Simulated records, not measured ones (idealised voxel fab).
Process module name: voxel air gaps
Square cell edge 5 nm, section width 175 nm, ID cut.
Cross-section, as written here: a square-cell grid given band by band from the top down, where a band holds one or more rows of cells.
A band entry consists of two parts. The first gives the height of the band's top and the height of its bottom, in nm. The rest lists the band's materials from left to right, each with its width in nm. A single material labelled with the word "throughout" fills the band from edge to edge, and the word "blank" marks empty space.
Heights from 0 (as-received wafer is one material below). Bottom band endless downward, as "0..down".
The notation "30->40" denotes a width that varies across the rows of cells in the band, beginning at the first number in the top row, finishing at the second number in the bottom row, and changing by an identical amount from each row to the next.
"stayed the same" -> step changed no cross-section cell.
"Closed void listing": sealed empty spaces, 8 cells or more, no open way to top, listed width x height at distance, with distance from the left edge and width, height and distance in nm.
If you see something after the settings on a step's line, that's the simulator's own remark about that step.
For masked steps, "overlay nm" on the step line gives how far right of plan the mask actually lay; a minus sign means it lay to the left.

[Here's what the planned process steps look like]
1. RECEIVE [material Si]
2. CONFORMAL_DEP [material SiO2] [thk nm 15]
3. CONFORMAL_DEP [material SiCN] [thk nm 5]
4. DIRECTIONAL_DEP [material lowk] [thk nm 35]
5. DIRECTIONAL_DEP [material aC] [thk nm 15]
6. PATTERN [tone open] [mask id LINES] [material resist] [width nm 25] [pitch nm 50] [thk nm 30] [overlay nm 0]
7. DIRECTIONAL_ETCH [etch materials aC] [depth nm 15]
8. STRIP [etch materials resist]
9. DIRECTIONAL_ETCH [etch materials lowk] [depth nm 35]
10. STRIP [etch materials aC]
11. CONFORMAL_DEP [material TiN] [thk nm 5]
12. FILL_DEP [material Cu] [thk nm 5]
13. CMP [height nm 55]
14. EPI [material Ru] [thk nm 10]
15. SELECTIVE_ETCH [etch materials lowk] [depth nm 45]
16. CONFORMAL_DEP [material SiCN] [thk nm 5]

[Incoming wafer, cross-sectional view, post step 1]
* 0..down: Si throughout
* Closed void listing: none

[First of two wafers, end-of-module section, run followed plan]
* 70..65: blank 10  SiCN 155  blank 10
* 65..55: blank 10  SiCN 5  Ru 45  SiCN 5  Ru 45  SiCN 5  Ru 45  SiCN 5  blank 10
* 55..50: blank 10  SiCN 15  TiN 5  Cu 15  TiN 5  SiCN 25  TiN 5  Cu 15  TiN 5  SiCN 25  TiN 5  Cu 15  TiN 5  SiCN 15  blank 10
* 50..25: blank 20  SiCN 5  TiN 5  Cu 15  TiN 5  SiCN 5  blank 15  SiCN 5  TiN 5  Cu 15  TiN 5  SiCN 5  blank 15  SiCN 5  TiN 5  Cu 15  TiN 5  SiCN 5  blank 20
* 25..20: SiCN 25  TiN 25  SiCN 25  TiN 25  SiCN 25  TiN 25  SiCN 25
* 20..15: SiCN throughout
* 15..0: SiO2 throughout
* 0..down: Si throughout
* Closed void listing: 15 x 25 at 55; 15 x 25 at 105

[Second wafer cross-section at end of module - shared start and plan with the first, one mistake in the run]
* 65..55: blank 15  Ru 45  blank 5  Ru 45  blank 5  Ru 45  blank 15
* 55..25: blank 25  TiN 5  Cu 15  TiN 5  blank 25  TiN 5  Cu 15  TiN 5  blank 25  TiN 5  Cu 15  TiN 5  blank 25
* 25..20: blank 25  TiN 25  blank 25  TiN 25  blank 25  TiN 25  blank 25
* 20..15: SiCN throughout
* 15..0: SiO2 throughout
* 0..down: Si throughout
* Closed void listing: none
Here's what went sideways: plan step 16 was not performed, having been skipped
Upon completion, the second wafer contains, in terms of cells, a greater or smaller amount of certain materials than the first wafer: 105 fewer of SiCN
Ultimately, the number of closed voids is 2 in the first wafer and 0 in the second wafer.
